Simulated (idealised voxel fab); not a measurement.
Module name: voxel transistor to metal (process module)
For reference, the cross-section in this document is cut, with width 160 nm and square cells of 5 nm.
Cross-section = grid of square cells, listed top down in bands; band = one or more rows. Per band: top height and bottom height in nm, followed by the left-to-right materials and their widths in nm; "full width" marks a single material spanning edge to edge, "blank" marks empty space. Ref level 0: as-received wafer is one material below here. Bottom band extends down with no lower bound ("0 -> down"). The expression "30 to 40" gives the width at the extremes of the band, the first number at its top row of cells and the second at its bottom row, with the width changing by equal amounts from each row to the next in between. Where a step carries "no modification", the cross-section came out of it unchanged, cell for cell. "Sealed void inventory" - sealed voids, min. 8 cells, no opening to top; format: width x height at distance (distance from left edge; nm throughout). If you see something after the settings on a step's line, that's the simulator's own remark about that step. For masked steps, "overlay nm" on the step line gives how far right of plan the mask actually lay; a minus sign means it lay to the left.

Steps in the process plan
1) RECEIVE: material Si
2) CONFORMAL_DEP: material SiO2, thk nm 5
3) CONFORMAL_DEP: material SiN, thk nm 15
4) PATTERN: tone cover, mask id ACTIVE, material resist, width nm 95, thk nm 15, overlay nm 0
5) DIRECTIONAL_ETCH: etch materials SiN, depth nm 15
6) DIRECTIONAL_ETCH: etch materials SiO2, depth nm 5
7) DIRECTIONAL_ETCH: etch materials Si, depth nm 20
8) STRIP: etch materials resist
9) FILL_DEP: material SiO2, thk nm 15
10) CMP: height nm 20
11) SELECTIVE_ETCH: etch materials SiO2, depth nm 10
12) STRIP: etch materials SiN
13) SELECTIVE_ETCH: etch materials SiO2, depth nm 5
14) OXIDIZE: depth nm 5
15) DIRECTIONAL_DEP: material polySi, thk nm 25
16) DIRECTIONAL_DEP: material SiCN, thk nm 15
17) PATTERN: tone cover, mask id GATE, material resist, width nm 25, thk nm 15, overlay nm 0
18) DIRECTIONAL_ETCH: etch materials SiCN, depth nm 25
19) DIRECTIONAL_ETCH: etch materials polySi, depth nm 35
20) STRIP: etch materials resist
21) CONFORMAL_DEP: material SiO2, thk nm 5
22) DIRECTIONAL_ETCH: etch materials SiO2, depth nm 5
23) CONFORMAL_DEP: material SiN, thk nm 5
24) DIRECTIONAL_ETCH: etch materials SiN, depth nm 5
25) DIRECTIONAL_ETCH: etch materials SiO2, depth nm 5
26) DIRECTIONAL_ETCH: etch materials Si, depth nm 15
27) EPI: material SiGe, thk nm 15
28) FILL_DEP: material SiO2, thk nm 5
29) CMP: height nm 25
30) STRIP: etch materials polySi
31) SELECTIVE_ETCH: etch materials SiO2, depth nm 5
32) CONFORMAL_DEP: material HfO2, thk nm 5
33) CONFORMAL_DEP: material TiN, thk nm 5
34) FILL_DEP: material W, thk nm 5
35) CMP: height nm 20
36) DIRECTIONAL_DEP: material SiO2, thk nm 15
37) PATTERN: tone open, mask id CONTACT, material resist, width nm 15, pitch nm 70, thk nm 20, overlay nm 0
38) DIRECTIONAL_ETCH: etch materials SiO2, depth nm 25
39) STRIP: etch materials resist
40) CONFORMAL_DEP: material TiN, thk nm 5
41) FILL_DEP: material Ru, thk nm 10
42) CMP: height nm 35
43) DIRECTIONAL_DEP: material TiN, thk nm 5
44) DIRECTIONAL_DEP: material W, thk nm 25
45) PATTERN: tone cover, mask id METAL_1, material resist, width nm 15, pitch nm 70, thk nm 20, overlay nm 0
46) DIRECTIONAL_ETCH: etch materials W, depth nm 25
47) DIRECTIONAL_ETCH: etch materials TiN, depth nm 5
48) STRIP: etch materials resist
49) FILL_DEP: material SiO2, thk nm 5
50) CMP: height nm 65
51) CONFORMAL_DEP: material SiCN, thk nm 5
52) DIRECTIONAL_DEP: material SiO2, thk nm 30
53) PATTERN: tone open, mask id METAL_2, material resist, width nm 15, pitch nm 70, thk nm 20, overlay nm 0
54) DIRECTIONAL_ETCH: etch materials SiO2, depth nm 20
55) STRIP: etch materials resist
56) MASKED_ETCH: tone open, mask id METAL_2_HOLES, width nm 15, pitch nm 70, etch materials SiO2, depth nm 10, overlay nm 0
57) MASKED_ETCH: tone open, mask id METAL_2_HOLES, width nm 15, pitch nm 70, etch materials SiCN, depth nm 5, overlay nm 0
58) CONFORMAL_DEP: material TiN, thk nm 5
59) FILL_DEP: material Ru, thk nm 5
60) CMP: height nm 100
61) CONFORMAL_DEP: material SiCN, thk nm 5
Don't read the plan's width nm for step 37 as applying to every wafer: that's the first wafer's value, and the wafers differ in it, though they all start identical.

First of several wafers (as received, post step 1), cross-sectional view
0 -> down  Si full width
Sealed void inventory: none

First wafer at the end, after step 61
105 -> 100  SiCN full width
100 -> 70  SiO2=35, TiN=5, Ru=5, TiN=5, SiO2=55, TiN=5, Ru=5, TiN=5, SiO2=40
70 -> 65  SiCN=35, TiN=15, SiCN=55, TiN=15, SiCN=40
65 -> 40  SiO2=35, W=15, SiO2=55, W=15, SiO2=40
40 -> 35  SiO2=35, TiN=15, SiO2=55, TiN=15, SiO2=40
35 -> 20  SiO2=35, TiN=5, Ru=5, TiN=5, SiO2=55, TiN=5, Ru=5, TiN=5, SiO2=40
20 -> 15  SiO2=35, TiN=5, Ru=5, TiN=5, SiO2=5, SiN=5, HfO2=5, TiN=5, W=15, TiN=5, HfO2=5, SiN=5, SiO2=5, TiN=5, Ru=5, TiN=5, SiO2=40
15 -> 10  SiO2=35, TiN=15, SiO2=5, SiN=5, HfO2=5, TiN=5, W=15, TiN=5, HfO2=5, SiN=5, SiO2=5, TiN=15, SiO2=40
10 -> 5  SiO2=30, SiGe=25, SiN=5, HfO2=5, TiN=5, W=15, TiN=5, HfO2=5, SiN=5, SiGe=25, SiO2=35
5 -> 0  SiO2=30, SiN=5, SiGe=20, SiN=5, HfO2=5, TiN=25, HfO2=5, SiN=5, SiGe=20, SiN=5, SiO2=35
0 -> -5  SiO2=35, SiGe=20, SiO2=5, HfO2=35, SiO2=5, SiGe=20, SiO2=40
-5 -> -20  SiO2=30, Si=5, SiGe=20, Si=45, SiGe=20, Si=5, SiO2=35
-20 -> down  Si full width
Sealed void inventory: none

Of the several wafers, the last: cross-section at the end of the module
105 -> 100  SiCN full width
100 -> 70  SiO2=35, TiN=5, Ru=5, TiN=5, SiO2=55, TiN=5, Ru=5, TiN=5, SiO2=40
70 -> 65  SiCN=35, TiN=15, SiCN=55, TiN=15, SiCN=40
65 -> 40  SiO2=35, W=15, SiO2=55, W=15, SiO2=40
40 -> 35  SiO2=35, TiN=15, SiO2=55, TiN=15, SiO2=40
35 -> 25  SiO2=30, TiN=5, Ru=20, TiN=5, SiO2=40, TiN=5, Ru=20, TiN=5, SiO2=30
25 -> 20  SiO2=30, TiN=5, Ru=15, TiN=10, SiO2=40, TiN=5, Ru=20, TiN=5, SiO2=30
20 -> 15  SiO2=30, TiN=5, Ru=15, TiN=5, SiN=5, HfO2=5, TiN=5, W=15, TiN=5, HfO2=5, SiN=5, TiN=5, Ru=20, TiN=5, SiO2=30
15 -> 10  SiO2=30, TiN=25, SiN=5, HfO2=5, TiN=5, W=15, TiN=5, HfO2=5, SiN=5, TiN=30, SiO2=30
10 -> 5  SiO2=30, SiGe=25, SiN=5, HfO2=5, TiN=5, W=15, TiN=5, HfO2=5, SiN=5, SiGe=25, SiO2=35
5 -> 0  SiO2=30, SiN=5, SiGe=20, SiN=5, HfO2=5, TiN=25, HfO2=5, SiN=5, SiGe=20, SiN=5, SiO2=35
0 -> -5  SiO2=35, SiGe=20, SiO2=5, HfO2=35, SiO2=5, SiGe=20, SiO2=40
-5 -> -20  SiO2=30, Si=5, SiGe=20, Si=45, SiGe=20, Si=5, SiO2=35
-20 -> down  Si full width
Sealed void inventory: none

Here is how to read the rows: every wafer has a row, and it shows the wafer at the end of the module, giving for each material how many cells were gained (+) or lost (-) since the wafer was received, then listing its closed voids
width nm 15; +15 HfO2; +20 Ru; -95 Si; +58 SiCN; +50 SiGe; +10 SiN; +506 SiO2; +69 TiN; +39 W; Sealed void inventory: none
width nm 20; +15 HfO2; +28 Ru; -95 Si; +58 SiCN; +50 SiGe; +10 SiN; +496 SiO2; +71 TiN; +39 W; Sealed void inventory: none
width nm 25; +15 HfO2; +36 Ru; -95 Si; +58 SiCN; +50 SiGe; +10 SiN; +486 SiO2; +73 TiN; +39 W; Sealed void inventory: none
width nm 30; +15 HfO2; +42 Ru; -95 Si; +58 SiCN; +50 SiGe; +10 SiN; +478 SiO2; +75 TiN; +39 W; Sealed void inventory: none
